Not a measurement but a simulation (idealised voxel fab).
process module | voxel transistor to metal
cross-section cut | 185 nm wide | cells 5 nm
A cross-section is a grid of square cells, given in bands from the top down. A band is one or more rows of cells.
Each band's line starts with the height of the band's top and of its bottom, in nm. Then come its materials from left to right, each with its width in nm. One material with "throughout" fills the band from edge to edge. "air" is empty space.
Height 0 is the level under which the wafer as received is all one material. The lowest band goes on downwards, as in "0 down".
A width such as "30 to 40" changes by the same amount from each row of cells to the next, from the band's top row to its bottom row.
"no change" after a step means that no cell of the cross-section changed.
closed voids: empty space of 8 cells or more with no open way to the top, each as width x height at its distance from the left edge, in nm
after a step's settings: what the simulator itself notes on the step
overlay nm, on a step with a mask: how far to the right of its planned place the mask lay; to the left if negative
plan
1 op RECEIVE | material Si
2 op OXIDIZE | depth nm 5
3 op CONFORMAL_DEP | material SiN | thk nm 10
4 op DIRECTIONAL_DEP | material aC | thk nm 10
5 op PATTERN | tone cover | mask id ACTIVE | material resist | width nm 105 | thk nm 25 | overlay nm 0
6 op DIRECTIONAL_ETCH | etch materials aC | depth nm 10
7 op STRIP | etch materials resist
8 op DIRECTIONAL_ETCH | etch materials SiN | depth nm 10
9 op DIRECTIONAL_ETCH | etch materials SiO2 | depth nm 5
10 op DIRECTIONAL_ETCH | etch materials Si | depth nm 35
11 op STRIP | etch materials aC
12 op OXIDIZE | depth nm 5
13 op FILL_DEP | material SiO2 | thk nm 5
14 op CMP | height nm 10
15 op SELECTIVE_ETCH | etch materials SiO2 | depth nm 5
16 op STRIP | etch materials SiN
17 op SELECTIVE_ETCH | etch materials SiO2 | depth nm 5
18 op OXIDIZE | depth nm 5
19 op DIRECTIONAL_DEP | material polySi | thk nm 30
20 op DIRECTIONAL_DEP | material SiCN | thk nm 10
21 op PATTERN | tone cover | mask id GATE | material resist | width nm 25 | thk nm 20 | overlay nm 0
22 op DIRECTIONAL_ETCH | etch materials SiCN | depth nm 20
23 op DIRECTIONAL_ETCH | etch materials polySi | depth nm 40
24 op STRIP | etch materials resist
25 op CONFORMAL_DEP | material SiO2 | thk nm 5
26 op DIRECTIONAL_ETCH | etch materials SiO2 | depth nm 5
27 op CONFORMAL_DEP | material SiN | thk nm 5
28 op DIRECTIONAL_ETCH | etch materials SiN | depth nm 5
29 op DIRECTIONAL_ETCH | etch materials SiO2 | depth nm 5
30 op DIRECTIONAL_ETCH | etch materials Si | depth nm 10
31 op EPI | material nSi | thk nm 10
32 op FILL_DEP | material SiO2 | thk nm 10
33 op CMP | height nm 35
34 op DIRECTIONAL_DEP | material SiO2 | thk nm 15
35 op PATTERN | tone open | mask id CONTACT | material resist | width nm 20 | pitch nm 75 | thk nm 15 | overlay nm 0
36 op DIRECTIONAL_ETCH | etch materials SiO2 | depth nm 60
37 op STRIP | etch materials resist
38 op CONFORMAL_DEP | material TiN | thk nm 5
39 op FILL_DEP | material Ru | thk nm 5
40 op CMP | height nm 50
41 op DIRECTIONAL_DEP | material TiN | thk nm 5
42 op DIRECTIONAL_DEP | material W | thk nm 15
43 op DIRECTIONAL_DEP | material aC | thk nm 15
44 op PATTERN | tone cover | mask id METAL_1 | material resist | width nm 20 | pitch nm 75 | thk nm 35 | overlay nm 0
45 op DIRECTIONAL_ETCH | etch materials aC | depth nm 15
46 op STRIP | etch materials resist
47 op DIRECTIONAL_ETCH | etch materials W | depth nm 15
48 op DIRECTIONAL_ETCH | etch materials TiN | depth nm 5
49 op STRIP | etch materials aC
50 op CONFORMAL_DEP | material SiN | thk nm 5
51 op FILL_DEP | material lowk | thk nm 10
52 op CMP | height nm 70
53 op CONFORMAL_DEP | material SiCN | thk nm 5
54 op DIRECTIONAL_DEP | material SiO2 | thk nm 35
55 op MASKED_ETCH | tone open | mask id METAL_2 | width nm 20 | pitch nm 75 | etch materials SiO2 | depth nm 20 | overlay nm 0
56 op MASKED_ETCH | tone open | mask id METAL_2_HOLES | width nm 15 | pitch nm 75 | etch materials SiO2 | depth nm 15 | overlay nm 0
57 op MASKED_ETCH | tone open | mask id METAL_2_HOLES | width nm 15 | pitch nm 75 | etch materials SiCN | depth nm 5 | overlay nm 0
58 op CONFORMAL_DEP | material TiN | thk nm 5
59 op FILL_DEP | material Ru | thk nm 5
60 op CMP | height nm 110
61 op CONFORMAL_DEP | material SiN | thk nm 5
as received, after step 1
  0 down: Si throughout
  closed voids: none
first wafer at the end, as planned
  115 to 110: SiN throughout
  110 to 95: SiO2 45 | TiN 5 | Ru 10 | TiN 5 | SiO2 55 | TiN 5 | Ru 10 | TiN 5 | SiO2 45
  95 to 90: SiO2 45 | TiN 5 | Ru 5 | TiN 10 | SiO2 55 | TiN 5 | Ru 5 | TiN 10 | SiO2 45
  90 to 75: SiO2 45 | TiN 5 | Ru 5 | TiN 5 | SiO2 60 | TiN 5 | Ru 5 | TiN 5 | SiO2 50
  75 to 70: SiCN 45 | TiN 15 | SiCN 60 | TiN 15 | SiCN 50
  70 to 55: lowk 40 | SiN 5 | W 20 | SiN 5 | lowk 45 | SiN 5 | W 20 | SiN 5 | lowk 40
  55 to 50: SiN 45 | TiN 20 | SiN 55 | TiN 20 | SiN 45
  50 to 35: SiO2 45 | TiN 5 | Ru 10 | TiN 5 | SiO2 55 | TiN 5 | Ru 10 | TiN 5 | SiO2 45
  35 to 25: SiO2 45 | TiN 5 | Ru 10 | TiN 5 | SiO2 5 | SiN 5 | SiO2 5 | SiCN 25 | SiO2 5 | SiN 5 | SiO2 5 | TiN 5 | Ru 10 | TiN 5 | SiO2 45
  25 to 5: SiO2 45 | TiN 5 | Ru 10 | TiN 5 | SiO2 5 | SiN 5 | SiO2 5 | polySi 25 | SiO2 5 | SiN 5 | SiO2 5 | TiN 5 | Ru 10 | TiN 5 | SiO2 45
  5 to 0: SiO2 45 | TiN 5 | Ru 5 | TiN 10 | SiO2 5 | SiN 5 | SiO2 5 | polySi 25 | SiO2 5 | SiN 5 | SiO2 5 | TiN 10 | Ru 5 | TiN 5 | SiO2 45
  0 to -5: SiO2 40 | SiN 5 | TiN 5 | Ru 5 | TiN 5 | nSi 10 | SiN 5 | SiO2 5 | polySi 25 | SiO2 5 | SiN 5 | nSi 10 | TiN 5 | Ru 5 | TiN 5 | SiN 5 | SiO2 40
  -5 to -10: SiO2 45 | TiN 15 | nSi 10 | SiO2 45 | nSi 10 | TiN 15 | SiO2 45
  -10 to -20: SiO2 45 | nSi 25 | Si 45 | nSi 25 | SiO2 45
  -20 to -45: SiO2 45 | Si 95 | SiO2 45
  -45 down: Si throughout
  closed voids: none
second wafer at the end: like start, like plan, one mistake
  115 to 110: SiN throughout
  110 to 95: SiO2 45 | TiN 5 | Ru 10 | TiN 5 | SiO2 55 | TiN 5 | Ru 10 | TiN 5 | SiO2 45
  95 to 90: SiO2 45 | TiN 5 | Ru 5 | TiN 10 | SiO2 55 | TiN 5 | Ru 5 | TiN 10 | SiO2 45
  90 to 75: SiO2 45 | TiN 5 | Ru 5 | TiN 5 | SiO2 60 | TiN 5 | Ru 5 | TiN 5 | SiO2 50
  75 to 70: SiCN 45 | TiN 15 | SiCN 60 | TiN 15 | SiCN 50
  70 to 65: SiN 45 | TiN 20 | SiN 55 | TiN 20 | SiN 45
  65 to 50: W throughout
  50 to 35: SiO2 45 | TiN 5 | Ru 10 | TiN 5 | SiO2 55 | TiN 5 | Ru 10 | TiN 5 | SiO2 45
  35 to 25: SiO2 45 | TiN 5 | Ru 10 | TiN 5 | SiO2 5 | SiN 5 | SiO2 5 | SiCN 25 | SiO2 5 | SiN 5 | SiO2 5 | TiN 5 | Ru 10 | TiN 5 | SiO2 45
  25 to 5: SiO2 45 | TiN 5 | Ru 10 | TiN 5 | SiO2 5 | SiN 5 | SiO2 5 | polySi 25 | SiO2 5 | SiN 5 | SiO2 5 | TiN 5 | Ru 10 | TiN 5 | SiO2 45
  5 to 0: SiO2 45 | TiN 5 | Ru 5 | TiN 10 | SiO2 5 | SiN 5 | SiO2 5 | polySi 25 | SiO2 5 | SiN 5 | SiO2 5 | TiN 10 | Ru 5 | TiN 5 | SiO2 45
  0 to -5: SiO2 40 | SiN 5 | TiN 5 | Ru 5 | TiN 5 | nSi 10 | SiN 5 | SiO2 5 | polySi 25 | SiO2 5 | SiN 5 | nSi 10 | TiN 5 | Ru 5 | TiN 5 | SiN 5 | SiO2 40
  -5 to -10: SiO2 45 | TiN 15 | nSi 10 | SiO2 45 | nSi 10 | TiN 15 | SiO2 45
  -10 to -20: SiO2 45 | nSi 25 | Si 45 | nSi 25 | SiO2 45
  -20 to -45: SiO2 45 | Si 95 | SiO2 45
  -45 down: Si throughout
  closed voids: none
what went wrong: steps 41 and 42 were swapped
at the end the second wafer has, in cells: 12 fewer of SiN | 87 more of W | 75 fewer of lowk
